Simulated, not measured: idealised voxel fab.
You're looking at the process module voxel self aligned contacts.
Displayed cross-section: cut, width of 225 nm, square cells sized 5 nm.
Cross-section = grid of square cells, listed top down in bands; band = one or more rows.
Basically the band line says how high the top is and how high the bottom is, in nm, and then what's in it from left to right, every material with its width in nm. Empty space shows up as "air", and if a single material carries "throughout" it runs the full band edge to edge.
Where do heights start? At 0: under that level the wafer as delivered is made of one material only. And the lowest band has no floor; it just carries on downward, as in "0..down".
A width such as "30..40" changes by the same amount from each row of cells to the next, from the band's top row to its bottom row.
It should be understood that the words "no change", when stated for a given step, signify that the cross-section underwent no change in any of its cells during that step.
In the "Voids, enclosed" entry, you get each enclosed empty space of 8 cells or more, one with no open way to the top, written width x height at distance, distance from the left edge, in nm.
The remark found on a step's line after its settings is issued by the simulator itself and pertains to that step.
Steps that use a mask can have "overlay nm" on their line. It says how far the mask sat to the right of where it was meant to be. Negative means to the left.

List of planned process steps:
1 op RECEIVE | material Si
2 op OXIDIZE | depth nm 5
3 op DIRECTIONAL_DEP | material polySi | thk nm 20
4 op DIRECTIONAL_DEP | material SiN | thk nm 20
5 op DIRECTIONAL_DEP | material aC | thk nm 10
6 op PATTERN | tone cover | mask id GATE | material resist | width nm 25 | pitch nm 50 | thk nm 30 | overlay nm 0
7 op DIRECTIONAL_ETCH | etch materials aC | depth nm 10
8 op STRIP | etch materials resist
9 op DIRECTIONAL_ETCH | etch materials SiN | depth nm 20
10 op DIRECTIONAL_ETCH | etch materials polySi | depth nm 20
11 op STRIP | etch materials aC
12 op CONFORMAL_DEP | material SiN | thk nm 5
13 op DIRECTIONAL_ETCH | etch materials SiN | depth nm 5
14 op FILL_DEP | material SiO2 | thk nm 15
15 op CMP | height nm 50
16 op PATTERN | tone open | mask id CONTACT | material resist | width nm 35 | pitch nm 50 | thk nm 20 | overlay nm 0
17 op DIRECTIONAL_ETCH | etch materials SiO2 | depth nm 55
18 op STRIP | etch materials resist
19 op CONFORMAL_DEP | material TiN | thk nm 5
20 op FILL_DEP | material Ru | thk nm 5
21 op CMP | height nm 50
22 op CONFORMAL_DEP | material SiCN | thk nm 5

Wafer as received: cross-section following step 1:
> 0..down  Si throughout
> Voids, enclosed: none

The cross-section shown corresponds to the wafer at the conclusion of the module. The initial structure and the process plan are those presented above; however, one mistake occurred in executing the plan:
> 55..50  SiCN throughout
> 50..40  SiO2=70, then TiN=5..15, then Ru=25..5, then TiN=5..15, then SiO2=15, then TiN=5..15, then Ru=25..5, then TiN=5..15, then SiO2=70
> 40..20  SiO2=45, then SiN=35, then TiN=5, then Ru=5, then TiN=5, then SiN=35, then TiN=5, then Ru=5, then TiN=5, then SiN=35, then SiO2=45
> 20..10  SiO2=45, then SiN=5, then polySi=25, then SiN=5, then TiN=5, then Ru=5, then TiN=5, then SiN=5, then polySi=25, then SiN=5, then TiN=5, then Ru=5, then TiN=5, then SiN=5, then polySi=25, then SiN=5, then SiO2=45
> 10..5  SiO2=45, then SiN=5, then polySi=25, then SiN=5, then TiN=15, then SiN=5, then polySi=25, then SiN=5, then TiN=15, then SiN=5, then polySi=25, then SiN=5, then SiO2=45
> 5..0  SiO2=45, then SiN=5, then polySi=25, then SiN=5, then SiO2=15, then SiN=5, then polySi=25, then SiN=5, then SiO2=15, then SiN=5, then polySi=25, then SiN=5, then SiO2=45
> 0..-5  SiO2 throughout
> -5..down  Si throughout
> Voids, enclosed: none
The mistake made against the process plan was this: in deviation from the planned setting, step 17 was conducted as op DIRECTIONAL_ETCH | etch materials SiO2 | depth nm 45
